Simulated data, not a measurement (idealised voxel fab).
Herein follows the process module entitled voxel transistor to metal.
The width of the displayed cross-section, cut, is 185 nm; its cells are square, with a size of 5 nm.
Just so we're on the same page, the cross-sections are grids of square cells, and they're listed out in bands top to bottom, each band one or more rows deep.
The entry gives the band's vertical extent as a top height and a bottom height in nm, then its horizontal make-up as materials from left to right, each with a width in nm. "empty" stands for empty space; a single material marked "full width" fills the band edge to edge.
Note: height 0 marks the level under which the wafer is uniformly one material as received. Lowest band unbounded below, written "from 0 down".
Read "30->40" as a graded width: first number on top, second number at the bottom, same change between each pair of neighbouring rows.
A step reported as "no alteration" is a step in which no cell of the cross-section changed.
"Enclosed void listing": sealed empty spaces, 8 cells or more, no open way to top, listed width x height at distance, with distance from the left edge and width, height and distance in nm.
What comes after the settings on a step's line is commentary from the simulator itself on that step.
What "overlay nm" on a step's line means: if the step has a mask, that mask lay this far to the right of its planned place, or, when the value is negative, to the left.

**Set out below are the planned steps of the process**
1) RECEIVE [material Si]
2) OXIDIZE [depth nm 5]
3) CONFORMAL_DEP [material SiN] [thk nm 10]
4) MASKED_ETCH [tone cover] [mask id ACTIVE] [width nm 100] [etch materials SiN] [depth nm 10] [overlay nm 0]
5) MASKED_ETCH [tone cover] [mask id ACTIVE] [width nm 100] [etch materials SiO2] [depth nm 5] [overlay nm 0]
6) MASKED_ETCH [tone cover] [mask id ACTIVE] [width nm 100] [etch materials Si] [depth nm 20] [overlay nm 0]
7) OXIDIZE [depth nm 5]
8) FILL_DEP [material SiO2] [thk nm 10]
9) CMP [height nm 10]
10) SELECTIVE_ETCH [etch materials SiO2] [depth nm 10]
11) STRIP [etch materials SiN]
12) SELECTIVE_ETCH [etch materials SiO2] [depth nm 5]
13) OXIDIZE [depth nm 5]
14) DIRECTIONAL_DEP [material polySi] [thk nm 25]
15) DIRECTIONAL_DEP [material SiCN] [thk nm 15]
16) PATTERN [tone cover] [mask id GATE] [material resist] [width nm 20] [thk nm 20] [overlay nm 0]
17) DIRECTIONAL_ETCH [etch materials SiCN] [depth nm 25]
18) DIRECTIONAL_ETCH [etch materials polySi] [depth nm 35]
19) STRIP [etch materials resist]
20) CONFORMAL_DEP [material SiN] [thk nm 5]
21) DIRECTIONAL_ETCH [etch materials SiN] [depth nm 5]
22) DIRECTIONAL_ETCH [etch materials SiO2] [depth nm 5]
23) DIRECTIONAL_ETCH [etch materials Si] [depth nm 10]
24) EPI [material nSi] [thk nm 15]
25) FILL_DEP [material SiO2] [thk nm 10]
26) CMP [height nm 35]
27) DIRECTIONAL_DEP [material SiO2] [thk nm 15]
28) DIRECTIONAL_DEP [material aC] [thk nm 10]
29) PATTERN [tone open] [mask id CONTACT] [material resist] [width nm 15] [pitch nm 75] [thk nm 25] [overlay nm 0]
30) DIRECTIONAL_ETCH [etch materials aC] [depth nm 10]
31) STRIP [etch materials resist]
32) DIRECTIONAL_ETCH [etch materials SiO2] [depth nm 45]
33) STRIP [etch materials aC]
34) CONFORMAL_DEP [material TiN] [thk nm 5]
35) FILL_DEP [material W] [thk nm 10]
36) CMP [height nm 50]
37) CONFORMAL_DEP [material SiCN] [thk nm 5]
38) DIRECTIONAL_DEP [material lowk] [thk nm 25]
39) PATTERN [tone open] [mask id METAL_1] [material resist] [width nm 15] [pitch nm 75] [thk nm 20] [overlay nm 0]
40) DIRECTIONAL_ETCH [etch materials lowk] [depth nm 25]
41) DIRECTIONAL_ETCH [etch materials SiCN] [depth nm 5]
42) STRIP [etch materials resist]
43) CONFORMAL_DEP [material TiN] [thk nm 5]
44) FILL_DEP [material Ru] [thk nm 5]
45) CMP [height nm 80]
46) CONFORMAL_DEP [material SiN] [thk nm 5]
Split variable: depth nm, step 32. Plan value = first wafer. Wafers start alike.

**The first of several wafers as received, shown in cross-section; this is its state after step 1**
from 0 down  Si full width
Enclosed void listing: none

**For your reference, the table is organized with a row per wafer; each row reflects the wafer at the end of the module, indicating for each material the cells gained (+) or lost (-) since receipt, and thereafter its closed voids**
depth nm 45; +10 Ru; -174 Si; +43 SiCN; +53 SiN; +392 SiO2; +64 TiN; +16 W; +155 lowk; +50 nSi; +20 polySi; Enclosed void listing: none
depth nm 50; +10 Ru; -174 Si; +43 SiCN; +53 SiN; +386 SiO2; +68 TiN; +18 W; +155 lowk; +50 nSi; +20 polySi; Enclosed void listing: none
depth nm 55; +10 Ru; -174 Si; +43 SiCN; +53 SiN; +380 SiO2; +72 TiN; +20 W; +155 lowk; +50 nSi; +20 polySi; Enclosed void listing: none
depth nm 60; +10 Ru; -174 Si; +43 SiCN; +53 SiN; +380 SiO2; +72 TiN; +20 W; +155 lowk; +50 nSi; +20 polySi; Enclosed void listing: none
depth nm 65; +10 Ru; -174 Si; +43 SiCN; +53 SiN; +380 SiO2; +72 TiN; +20 W; +155 lowk; +50 nSi; +20 polySi; Enclosed void listing: none
depth nm 70; +10 Ru; -174 Si; +43 SiCN; +53 SiN; +380 SiO2; +72 TiN; +20 W; +155 lowk; +50 nSi; +20 polySi; Enclosed void listing: none
